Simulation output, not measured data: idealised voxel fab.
Module name: voxel released beams (process module)
255 nm wide, 5 nm square cells: that's cross-section cut.
Each cross-section below is a grid of square cells, stated as bands in top-down order, with one or more rows of cells making up each band. First you get the band's top height and its bottom height, in nm, and then the materials it's made of, left to right, with each width in nm. If you see a single material with "throughout", that one covers the band edge to edge. "empty" is empty space. Ref level 0: as-received wafer is one material below here. Bottom band extends down with no lower bound ("0 down"). Per-row width for "30..40": begins at first number (top row of band), ends at second number (bottom row), increment between rows held constant. The cross-section has no changed cell in any step marked "nothing altered". "Encapsulated voids": empty spaces of 8 cells or more with no open way to the top, each given as width x height at distance, distance from the left edge, all in nm. On a step's line, text after the settings is the simulator commenting on that step. overlay nm: right-of-plan distance of the mask on a masked step; negative values mean left-of-plan.
Here's what the planned process steps look like
| 1 | RECEIVE, material Si |
| 2 | CONFORMAL_DEP, material SiN, thk nm 10 |
| 3 | DIRECTIONAL_DEP, material SiO2, thk nm 15 |
| 4 | DIRECTIONAL_DEP, material aC, thk nm 15 |
| 5 | PATTERN, tone open, mask id ANCHOR, material resist, width nm 45, thk nm 30, overlay nm 0 |
| 6 | DIRECTIONAL_ETCH, etch materials aC, depth nm 15 |
| 7 | STRIP, etch materials resist |
| 8 | DIRECTIONAL_ETCH, etch materials SiO2, depth nm 15 |
| 9 | STRIP, etch materials aC |
| 10 | CONFORMAL_DEP, material TiN, thk nm 15 |
| 11 | MASKED_ETCH, tone cover, mask id BEAM, width nm 95, etch materials TiN, depth nm 15, overlay nm 0 |
| 12 | STRIP, etch materials SiO2 |
The first of the two wafers, which ran as planned
Incoming wafer, cross-sectional view, post step 1
  0 down = Si throughout
  Encapsulated voids: none
After step 2: wafer cross-section
  10 to 0 = SiN throughout
  No changes below 0.
After step 3: wafer cross-section
  25 to 10 = SiO2 throughout
  No changes below 10.
After step 4: wafer cross-section
  40 to 25 = aC throughout
  No changes below 25.
After step 5: wafer cross-section
  70 to 40 = 80 nm resist, 45 nm empty, 130 nm resist
  No changes below 40.
After step 6: wafer cross-section
  55 to 40 = 80 nm resist, 45 nm empty, 130 nm resist
  40 to 25 = 80 nm aC, 45 nm empty, 130 nm aC
  No changes below 25.
After step 7: wafer cross-section
  40 to 25 = 80 nm aC, 45 nm empty, 130 nm aC
  No changes below 25.
After step 8: wafer cross-section
  40 to 25 = 80 nm aC, 45 nm empty, 130 nm aC
  25 to 10 = 80 nm SiO2, 45 nm empty, 130 nm SiO2
  No changes below 10.
After step 9: wafer cross-section
  25 to 10 = 80 nm SiO2, 45 nm empty, 130 nm SiO2
  No changes below 10.
After step 10: wafer cross-section
  40 to 25 = 95 nm TiN, 15 nm empty, 145 nm TiN
  25 to 10 = 80 nm SiO2, 45 nm TiN, 130 nm SiO2
  No changes below 10.
After step 11: wafer cross-section
  40 to 25 = 75 nm empty, 20 nm TiN, 15 nm empty, 60 nm TiN, 85 nm empty
  No changes below 25.
After step 12: wafer cross-section
  40 to 25 = 75 nm empty, 20 nm TiN, 15 nm empty, 60 nm TiN, 85 nm empty
  25 to 10 = 80 nm empty, 45 nm TiN, 130 nm empty
  No changes below 10.
The Second Wafer: Common Origin and Plan, One Mistake in Execution, Identical to the First Through Step 1
Cross-sectional representation of the second wafer at the time designated in the plan for the completion of step 2: nothing altered
Cross-sectional representation of the second wafer at the time designated in the plan for the completion of step 3
  15 to 0 = SiO2 throughout
  No changes below 0.
Cross-sectional representation of the second wafer at the time designated in the plan for the completion of step 4
  30 to 15 = aC throughout
  No changes below 15.
Cross-sectional representation of the second wafer at the time designated in the plan for the completion of step 5
  60 to 30 = 80 nm resist, 45 nm empty, 130 nm resist
  No changes below 30.
Cross-sectional representation of the second wafer at the time designated in the plan for the completion of step 6
  45 to 30 = 80 nm resist, 45 nm empty, 130 nm resist
  30 to 15 = 80 nm aC, 45 nm empty, 130 nm aC
  No changes below 15.
Cross-sectional representation of the second wafer at the time designated in the plan for the completion of step 7
  30 to 15 = 80 nm aC, 45 nm empty, 130 nm aC
  No changes below 15.
Cross-sectional representation of the second wafer at the time designated in the plan for the completion of step 8
  30 to 15 = 80 nm aC, 45 nm empty, 130 nm aC
  15 to 0 = 80 nm SiO2, 45 nm empty, 130 nm SiO2
  No changes below 0.
Cross-sectional representation of the second wafer at the time designated in the plan for the completion of step 9
  15 to 0 = 80 nm SiO2, 45 nm empty, 130 nm SiO2
  No changes below 0.
Cross-sectional representation of the second wafer at the time designated in the plan for the completion of step 10
  30 to 15 = 95 nm TiN, 15 nm empty, 145 nm TiN
  15 to 0 = 80 nm SiO2, 45 nm TiN, 130 nm SiO2
  No changes below 0.
Cross-sectional representation of the second wafer at the time designated in the plan for the completion of step 11
  30 to 15 = 75 nm empty, 20 nm TiN, 15 nm empty, 60 nm TiN, 85 nm empty
  No changes below 15.
Cross-sectional representation of the second wafer at the time designated in the plan for the completion of step 12
  30 to 15 = 75 nm empty, 20 nm TiN, 15 nm empty, 60 nm TiN, 85 nm empty
  15 to 0 = 80 nm empty, 45 nm TiN, 130 nm empty
  No changes below 0.
Deviation noted in wafer processing: step 2 of the plan got skipped, so it never ran
The final cell counts differ between the wafers, with the second having more or fewer of some materials than the first: SiN: 102 fewer
